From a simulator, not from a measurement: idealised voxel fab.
This section sets out a process module, namely voxel double patterning.
Displayed cross-section: cut, width of 160 nm, square cells sized 5 nm.
This document writes a cross-section as a grid whose cells are square, and gives it as bands, listed from the top down; one or more rows of cells form a band. Band entry format. Leading values: height of top, height of bottom, nm. Remainder: materials in left-to-right order, each with its width in nm. Special words: "all across" on a single material, which then fills the band edge to edge; "air", empty space. Measure heights from 0. That's the level where, below it, the as-received wafer is all one material. The lowest band is bottomless and extends downward; write it as in "0..down". Think of "30 to 40" as a width that walks from the first number to the second as you go down the band, top row to bottom row, taking equal-sized steps from row to row. Reading "no alteration" for a step: not a cell of the cross-section changed in it. The entry "Enclosed void list" lists the empty spaces that cover at least 8 cells and have no open path to the top. Each is written as width x height at distance, where the distance is measured from the left edge and all three values are in nm. On each step's line, the part that comes after the settings is the simulator's own comment on the step. Regarding "overlay nm": on a step with a mask, it is the distance the mask lay to the right of its planned place; a negative value places it to the left.
# Process steps - plan
- 1: RECEIVE, material Si
- 2: CONFORMAL_DEP, material SiO2, thk nm 10
- 3: DIRECTIONAL_DEP, material polySi, thk nm 15
- 4: DIRECTIONAL_DEP, material SiN, thk nm 10
- 5: PATTERN, tone open, mask id FIRST, material resist, width nm 15, pitch nm 50, thk nm 20, overlay nm 0
- 6: DIRECTIONAL_ETCH, etch materials SiN, depth nm 10
- 7: STRIP, etch materials resist
- 8: MASKED_ETCH, tone open, mask id SECOND, width nm 15, pitch nm 50, etch materials SiN, depth nm 10, overlay nm -15
- 9: DIRECTIONAL_ETCH, etch materials polySi, depth nm 15
- 10: STRIP, etch materials SiN
Across this set of wafers, the varied parameter is the overlay nm of step 8. Starting conditions are identical for every wafer, and the plan reports the value assigned to the first wafer.
# This is how the first of several wafers looked in cross-section when it arrived, which is after step 1
> 0..down: Si all across
> Enclosed void list: none
# The following table contains a row per wafer, in which are reported, at the conclusion of the module, the cells of each material gained (+) or lost (-) since the wafer's receipt, with its closed voids given thereafter
overlay nm -15; +64 SiO2; +57 polySi; Enclosed void list: none
overlay nm -10; +64 SiO2; +51 polySi; Enclosed void list: none
overlay nm -5; +64 SiO2; +51 polySi; Enclosed void list: none
overlay nm 0; +64 SiO2; +51 polySi; Enclosed void list: none
overlay nm 5; +64 SiO2; +51 polySi; Enclosed void list: none
overlay nm 10; +64 SiO2; +51 polySi; Enclosed void list: none
overlay nm 15; +64 SiO2; +57 polySi; Enclosed void list: none
